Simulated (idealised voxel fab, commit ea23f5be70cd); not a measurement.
process module | voxel trench capacitor
cross-section cut | 280 nm wide | cells 5 nm
A cross-section is a grid of square cells, given in bands from the top down. A band is one or more rows of cells.
Each band's line starts with the height of the band's top and of its bottom, in nm. Then come its materials from left to right, each with its width in nm. One material with "throughout" fills the band from edge to edge. "air" is empty space.
Height 0 is the level under which the wafer as received is all one material. The lowest band goes on downwards, as in "0 down".
A width such as "30 to 40" changes by the same amount from each row of cells to the next, from the band's top row to its bottom row.
"no change" after a step means that no cell of the cross-section changed.
closed voids: empty space of 8 cells or more with no open way to the top, each as width x height at its distance from the left edge, in nm
after a step's settings: what the simulator itself notes on the step
overlay nm, on a step with a mask: how far to the right of its planned place the mask lay; to the left if negative
plan
1 op RECEIVE | material Si
2 op CONFORMAL_DEP | material SiN | thk nm 10
3 op MASKED_ETCH | tone open | mask id TRENCH | width nm 25 | pitch nm 55 | etch materials SiN | depth nm 10 | overlay nm 0
4 op MASKED_ETCH | tone open | mask id TRENCH | width nm 25 | pitch nm 55 | etch materials Si | depth nm 30 | overlay nm 0
5 op CONFORMAL_DEP | material SiO2 | thk nm 5
6 op FILL_DEP | material polySi | thk nm 5
7 op CMP | height nm 10
as received, after step 1
  0 down: Si throughout
  closed voids: none
a wafer at the end: this start, this plan, one mistake
  10 to 5: polySi throughout
  5 to 0: SiO2 50 | polySi 15 | SiO2 40 | polySi 15 | SiO2 40 | polySi 15 | SiO2 40 | polySi 15 | SiO2 50
  0 to -25: Si 45 | SiO2 5 | polySi 15 | SiO2 5 | Si 30 | SiO2 5 | polySi 15 | SiO2 5 | Si 30 | SiO2 5 | polySi 15 | SiO2 5 | Si 30 | SiO2 5 | polySi 15 | SiO2 5 | Si 45
  -25 to -30: Si 45 | SiO2 25 | Si 30 | SiO2 25 | Si 30 | SiO2 25 | Si 30 | SiO2 25 | Si 45
  -30 down: Si throughout
  closed voids: none
what went wrong: step 2 was left out
